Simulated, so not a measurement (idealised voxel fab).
The process module presented herein is designated voxel ribs on slabs.
Square cell edge 5 nm, section width 155 nm, ID cut.
Reading order for cross-sections: top band down to bottom band. Underlying form: a grid of square cells. Band size: one or more rows of cells.
Top height, bottom height, nm. Materials left to right, width each, nm. Single material + "throughout" = fills band edge to edge. "air" = empty.
Below 0: as-received wafer, all one material; heights counted from there. Lowest band: no bottom, goes on down, written "from 0 down".
So if you see something like "30..40" for the width, read it as the top row of the band sitting at the first number and the bottom row at the second, with every row in between moving by the same amount as the last.
"remained unchanged" after a step means that no cell of the cross-section changed.
"Closed void list" - sealed voids, min. 8 cells, no opening to top; format: width x height at distance (distance from left edge; nm throughout).
It should be noted that, on the line of a given step, the content following the step's settings is a remark produced by the simulator itself with respect to that step.
On any step carrying a mask, the "overlay nm" setting, if present on the step's line, tells how far right of its planned place the mask lay; negative values point to the left.

Here's what the planned process steps look like
| 1 | RECEIVE (material Si) |
| 2 | DIRECTIONAL_DEP (material SiO2; thk nm 20) |
| 3 | DIRECTIONAL_DEP (material SiN; thk nm 15) |
| 4 | DIRECTIONAL_DEP (material aC; thk nm 15) |
| 5 | PATTERN (tone cover; mask id RIB; material resist; width nm 30; thk nm 35; overlay nm 0) |
| 6 | DIRECTIONAL_ETCH (etch materials aC; depth nm 15) |
| 7 | STRIP (etch materials resist) |
| 8 | DIRECTIONAL_ETCH (etch materials SiN; depth nm 10) |
| 9 | STRIP (etch materials aC) |
| 10 | MASKED_ETCH (tone cover; mask id SLAB; width nm 90; etch materials SiN; depth nm 5; overlay nm 0) |
| 11 | FILL_DEP (material SiO2; thk nm 15) |
| 12 | CMP (height nm 45) |
| 13 | DIRECTIONAL_DEP (material W; thk nm 5) |
| 14 | MASKED_ETCH (tone cover; mask id HEATER; width nm 40; etch materials W; depth nm 5; overlay nm 0) |
| 15 | CONFORMAL_DEP (material SiN; thk nm 10) |

So this is the incoming wafer in cross-section - it's already been through step 1
> from 0 down | Si throughout
> Closed void list: none

End-of-module cross-section of the first of two wafers, processed as planned
> from 60 to 55 | 45 nm air, 60 nm SiN, 50 nm air
> from 55 to 50 | SiN throughout
> from 50 to 45 | 55 nm SiN, 40 nm W, 60 nm SiN
> from 45 to 35 | SiO2 throughout
> from 35 to 25 | 60 nm SiO2, 30 nm SiN, 65 nm SiO2
> from 25 to 20 | 30 nm SiO2, 90 nm SiN, 35 nm SiO2
> from 20 to 0 | SiO2 throughout
> from 0 down | Si throughout
> Closed void list: none

second wafer at the end: like start, like plan, one mistake
> from 60 to 45 | SiN throughout
> from 45 to 35 | SiO2 throughout
> from 35 to 25 | 60 nm SiO2, 30 nm SiN, 65 nm SiO2
> from 25 to 20 | 30 nm SiO2, 90 nm SiN, 35 nm SiO2
> from 20 to 0 | SiO2 throughout
> from 0 down | Si throughout
> Closed void list: none
Heads up, the wafer didn't run the way we planned it: step 13 was not run as planned; what actually ran was DIRECTIONAL_DEP (material SiN; thk nm 5)
Final wafer comparison in cells, second versus first, more or fewer per material: +27 SiN | -8 W
